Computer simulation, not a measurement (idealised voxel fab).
The name of this process module is voxel transistor to metal.
Pictured: cross-section cut, 250 nm wide, on a grid of 5 nm square cells.
Cross-section, as written here: a square-cell grid given band by band from the top down, where a band holds one or more rows of cells. Look at the band entry: it leads with the top's height and the bottom's height in nm. Then it lists the materials left to right, with a width in nm for each. The word "throughout" on a single material says that material fills the band edge to edge. The word "air" is empty space. Convention: height 0 is the level below which the wafer, as received, is all one material. The lowest band does not terminate at the bottom but continues downward, represented as "z 0 and below". With a width like "30..40", each row of cells in the band differs from the next by the same amount, the top row carrying the first number and the bottom row the second. Take "no alteration" at face value: in the step it is given for, the cross-section changed in none of its cells. Heads up: "Encapsulated voids" only lists the empty pockets with no open path to the top that are 8 cells or more, and it writes them as width x height at distance, distance from the left edge, in nm. Text after the settings on a step's line: the simulator's own remark on that step. The "overlay nm" setting may appear on a step's line; for a step that uses a mask, it gives how far to the right of its planned position the mask lay, and a negative value indicates the left.
Process steps foreseen in the plan:
1: RECEIVE (material Si)
2: OXIDIZE (depth nm 5)
3: CONFORMAL_DEP (material SiN; thk nm 15)
4: PATTERN (tone cover; mask id ACTIVE; material resist; width nm 100; pitch nm 120; thk nm 15; overlay nm 0)
5: DIRECTIONAL_ETCH (etch materials SiN; depth nm 15)
6: DIRECTIONAL_ETCH (etch materials SiO2; depth nm 5)
7: DIRECTIONAL_ETCH (etch materials Si; depth nm 35)
8: STRIP (etch materials resist)
9: OXIDIZE (depth nm 5)
10: FILL_DEP (material SiO2; thk nm 5)
11: CMP (height nm 15)
12: SELECTIVE_ETCH (etch materials SiO2; depth nm 15)
13: STRIP (etch materials SiN)
14: SELECTIVE_ETCH (etch materials SiO2; depth nm 5)
15: OXIDIZE (depth nm 5)
16: DIRECTIONAL_DEP (material polySi; thk nm 30)
17: DIRECTIONAL_DEP (material SiCN; thk nm 10)
18: MASKED_ETCH (tone cover; mask id GATE; width nm 20; pitch nm 120; etch materials SiCN; depth nm 20; overlay nm 0)
19: MASKED_ETCH (tone cover; mask id GATE; width nm 20; pitch nm 120; etch materials polySi; depth nm 40; overlay nm 0)
20: CONFORMAL_DEP (material SiO2; thk nm 5)
21: DIRECTIONAL_ETCH (etch materials SiO2; depth nm 5)
22: CONFORMAL_DEP (material SiN; thk nm 5)
23: DIRECTIONAL_ETCH (etch materials SiN; depth nm 5)
24: DIRECTIONAL_ETCH (etch materials SiO2; depth nm 5)
25: DIRECTIONAL_ETCH (etch materials Si; depth nm 15)
26: EPI (material pSi; thk nm 15)
27: FILL_DEP (material SiO2; thk nm 10)
28: CMP (height nm 35)
29: DIRECTIONAL_DEP (material SiO2; thk nm 15)
30: MASKED_ETCH (tone open; mask id CONTACT; width nm 20; etch materials SiO2; depth nm 60; overlay nm 0)
31: CONFORMAL_DEP (material TiN; thk nm 5)
32: FILL_DEP (material Ru; thk nm 10)
33: CMP (height nm 50)
34: CONFORMAL_DEP (material SiN; thk nm 5)
35: DIRECTIONAL_DEP (material lowk; thk nm 25)
36: DIRECTIONAL_DEP (material aC; thk nm 10)
37: PATTERN (tone open; mask id METAL_1; material resist; width nm 20; thk nm 25; overlay nm 0)
38: DIRECTIONAL_ETCH (etch materials aC; depth nm 10)
39: STRIP (etch materials resist)
40: DIRECTIONAL_ETCH (etch materials lowk; depth nm 25)
41: DIRECTIONAL_ETCH (etch materials SiN; depth nm 5)
42: STRIP (etch materials aC)
43: CONFORMAL_DEP (material TiN; thk nm 5)
44: FILL_DEP (material Cu; thk nm 5)
45: CMP (height nm 80)
46: CONFORMAL_DEP (material SiCN; thk nm 5)
47: DIRECTIONAL_DEP (material lowk; thk nm 25)
48: PATTERN (tone open; mask id METAL_2; material resist; width nm 20; pitch nm 120; thk nm 20; overlay nm 0)
49: DIRECTIONAL_ETCH (etch materials lowk; depth nm 15)
50: STRIP (etch materials resist)
51: PATTERN (tone open; mask id METAL_2_HOLES; material resist; width nm 15; pitch nm 120; thk nm 20; overlay nm 0)
52: DIRECTIONAL_ETCH (etch materials lowk; depth nm 10)
53: DIRECTIONAL_ETCH (etch materials SiCN; depth nm 5)
54: STRIP (etch materials resist)
55: CONFORMAL_DEP (material TiN; thk nm 5)
56: FILL_DEP (material Cu; thk nm 10)
57: CMP (height nm 110)
58: CONFORMAL_DEP (material SiN; thk nm 5)
As-received wafer cross-section (after step 1):
* z 0 and below: Si throughout
* Encapsulated voids: none
Post-module cross-section of the first of two wafers (run per plan):
* z 115 to 110: SiN throughout
* z 110 to 100: lowk: 20 / TiN: 5 / Cu: 10 / TiN: 5 / lowk: 100 / TiN: 5 / Cu: 10 / TiN: 5 / lowk: 90
* z 100 to 95: lowk: 20 / TiN: 5 / Cu: 5 / TiN: 10 / lowk: 100 / TiN: 5 / Cu: 5 / TiN: 10 / lowk: 90
* z 95 to 85: lowk: 20 / TiN: 5 / Cu: 5 / TiN: 5 / lowk: 105 / TiN: 5 / Cu: 5 / TiN: 5 / lowk: 95
* z 85 to 80: SiCN: 20 / TiN: 15 / SiCN: 105 / TiN: 15 / SiCN: 95
* z 80 to 55: lowk: 20 / TiN: 5 / Cu: 10 / TiN: 5 / lowk: 50 / TiN: 5 / Cu: 10 / TiN: 5 / lowk: 30 / TiN: 5 / Cu: 10 / TiN: 5 / lowk: 50 / TiN: 5 / Cu: 10 / TiN: 5 / lowk: 20
* z 55 to 50: SiN: 20 / TiN: 20 / SiN: 50 / TiN: 20 / SiN: 30 / TiN: 20 / SiN: 50 / TiN: 20 / SiN: 20
* z 50 to 35: SiO2: 20 / TiN: 5 / Ru: 10 / TiN: 5 / SiO2: 50 / TiN: 5 / Ru: 10 / TiN: 5 / SiO2: 30 / TiN: 5 / Ru: 10 / TiN: 5 / SiO2: 50 / TiN: 5 / Ru: 10 / TiN: 5 / SiO2: 20
* z 35 to 25: SiO2: 20 / TiN: 5 / Ru: 10 / TiN: 5 / SiO2: 5 / SiN: 5 / SiO2: 5 / SiCN: 20 / SiO2: 5 / SiN: 5 / SiO2: 5 / TiN: 5 / Ru: 10 / TiN: 5 / SiO2: 30 / TiN: 5 / Ru: 10 / TiN: 5 / SiO2: 5 / SiN: 5 / SiO2: 5 / SiCN: 20 / SiO2: 5 / SiN: 5 / SiO2: 5 / TiN: 5 / Ru: 10 / TiN: 5 / SiO2: 20
* z 25 to 10: SiO2: 20 / TiN: 5 / Ru: 10 / TiN: 5 / SiO2: 5 / SiN: 5 / SiO2: 5 / polySi: 20 / SiO2: 5 / SiN: 5 / SiO2: 5 / TiN: 5 / Ru: 10 / TiN: 5 / SiO2: 30 / TiN: 5 / Ru: 10 / TiN: 5 / SiO2: 5 / SiN: 5 / SiO2: 5 / polySi: 20 / SiO2: 5 / SiN: 5 / SiO2: 5 / TiN: 5 / Ru: 10 / TiN: 5 / SiO2: 20
* z 10 to 5: SiO2: 20 / TiN: 20 / SiO2: 5 / SiN: 5 / SiO2: 5 / polySi: 20 / SiO2: 5 / SiN: 5 / SiO2: 5 / TiN: 20 / SiO2: 30 / TiN: 20 / SiO2: 5 / SiN: 5 / SiO2: 5 / polySi: 20 / SiO2: 5 / SiN: 5 / SiO2: 5 / TiN: 20 / SiO2: 20
* z 5 to -5: SiO2: 20 / TiN: 10 / pSi: 15 / SiN: 5 / SiO2: 5 / polySi: 20 / SiO2: 5 / SiN: 5 / pSi: 15 / TiN: 10 / SiO2: 30 / TiN: 10 / pSi: 15 / SiN: 5 / SiO2: 5 / polySi: 20 / SiO2: 5 / SiN: 5 / pSi: 15 / TiN: 10 / SiO2: 20
* z -5 to -10: SiO2: 20 / TiN: 10 / pSi: 15 / SiO2: 40 / pSi: 15 / TiN: 10 / SiO2: 30 / TiN: 10 / pSi: 15 / SiO2: 40 / pSi: 15 / TiN: 10 / SiO2: 20
* z -10 to -25: SiO2: 20 / pSi: 25 / Si: 40 / pSi: 25 / SiO2: 30 / pSi: 25 / Si: 40 / pSi: 25 / SiO2: 20
* z -25 to -45: SiO2: 20 / Si: 90 / SiO2: 30 / Si: 90 / SiO2: 20
* z -45 and below: Si throughout
* Encapsulated voids: none
Module end: cross-section of wafer two of two. Same start and process plan as the first wafer. One mistake during execution:
* z 115 to 110: SiN throughout
* z 110 to 100: lowk: 20 / TiN: 5 / Cu: 10 / TiN: 5 / lowk: 100 / TiN: 5 / Cu: 10 / TiN: 5 / lowk: 90
* z 100 to 95: lowk: 20 / TiN: 5 / Cu: 5 / TiN: 10 / lowk: 100 / TiN: 5 / Cu: 5 / TiN: 10 / lowk: 90
* z 95 to 85: lowk: 20 / TiN: 5 / Cu: 5 / TiN: 5 / lowk: 105 / TiN: 5 / Cu: 5 / TiN: 5 / lowk: 95
* z 85 to 80: SiCN: 20 / TiN: 15 / SiCN: 105 / TiN: 15 / SiCN: 95
* z 80 to 55: Cu: 15 / TiN: 5 / lowk: 20 / TiN: 5 / Cu: 40 / TiN: 5 / lowk: 20 / TiN: 5 / Cu: 20 / TiN: 5 / lowk: 20 / TiN: 5 / Cu: 40 / TiN: 5 / lowk: 20 / TiN: 5 / Cu: 15
* z 55 to 50: TiN: 20 / SiN: 20 / TiN: 50 / SiN: 20 / TiN: 30 / SiN: 20 / TiN: 50 / SiN: 20 / TiN: 20
* z 50 to 35: SiO2: 20 / TiN: 5 / Ru: 10 / TiN: 5 / SiO2: 50 / TiN: 5 / Ru: 10 / TiN: 5 / SiO2: 30 / TiN: 5 / Ru: 10 / TiN: 5 / SiO2: 50 / TiN: 5 / Ru: 10 / TiN: 5 / SiO2: 20
* z 35 to 25: SiO2: 20 / TiN: 5 / Ru: 10 / TiN: 5 / SiO2: 5 / SiN: 5 / SiO2: 5 / SiCN: 20 / SiO2: 5 / SiN: 5 / SiO2: 5 / TiN: 5 / Ru: 10 / TiN: 5 / SiO2: 30 / TiN: 5 / Ru: 10 / TiN: 5 / SiO2: 5 / SiN: 5 / SiO2: 5 / SiCN: 20 / SiO2: 5 / SiN: 5 / SiO2: 5 / TiN: 5 / Ru: 10 / TiN: 5 / SiO2: 20
* z 25 to 10: SiO2: 20 / TiN: 5 / Ru: 10 / TiN: 5 / SiO2: 5 / SiN: 5 / SiO2: 5 / polySi: 20 / SiO2: 5 / SiN: 5 / SiO2: 5 / TiN: 5 / Ru: 10 / TiN: 5 / SiO2: 30 / TiN: 5 / Ru: 10 / TiN: 5 / SiO2: 5 / SiN: 5 / SiO2: 5 / polySi: 20 / SiO2: 5 / SiN: 5 / SiO2: 5 / TiN: 5 / Ru: 10 / TiN: 5 / SiO2: 20
* z 10 to 5: SiO2: 20 / TiN: 20 / SiO2: 5 / SiN: 5 / SiO2: 5 / polySi: 20 / SiO2: 5 / SiN: 5 / SiO2: 5 / TiN: 20 / SiO2: 30 / TiN: 20 / SiO2: 5 / SiN: 5 / SiO2: 5 / polySi: 20 / SiO2: 5 / SiN: 5 / SiO2: 5 / TiN: 20 / SiO2: 20
* z 5 to -5: SiO2: 20 / TiN: 10 / pSi: 15 / SiN: 5 / SiO2: 5 / polySi: 20 / SiO2: 5 / SiN: 5 / pSi: 15 / TiN: 10 / SiO2: 30 / TiN: 10 / pSi: 15 / SiN: 5 / SiO2: 5 / polySi: 20 / SiO2: 5 / SiN: 5 / pSi: 15 / TiN: 10 / SiO2: 20
* z -5 to -10: SiO2: 20 / TiN: 10 / pSi: 15 / SiO2: 40 / pSi: 15 / TiN: 10 / SiO2: 30 / TiN: 10 / pSi: 15 / SiO2: 40 / pSi: 15 / TiN: 10 / SiO2: 20
* z -10 to -25: SiO2: 20 / pSi: 25 / Si: 40 / pSi: 25 / SiO2: 30 / pSi: 25 / Si: 40 / pSi: 25 / SiO2: 20
* z -25 to -45: SiO2: 20 / Si: 90 / SiO2: 30 / Si: 90 / SiO2: 20
* z -45 and below: Si throughout
* Encapsulated voids: none
Which mistake was made when the wafer was run? step 37 ran differently from the plan; actual operation with settings: PATTERN (tone cover; mask id METAL_1; material resist; width nm 20; thk nm 25; overlay nm 0)
Once processing is complete, comparing cell counts shows that the second wafer has more or fewer of certain materials than the first: 90 more of Cu, 18 fewer of SiN, 18 more of TiN, 90 fewer of lowk
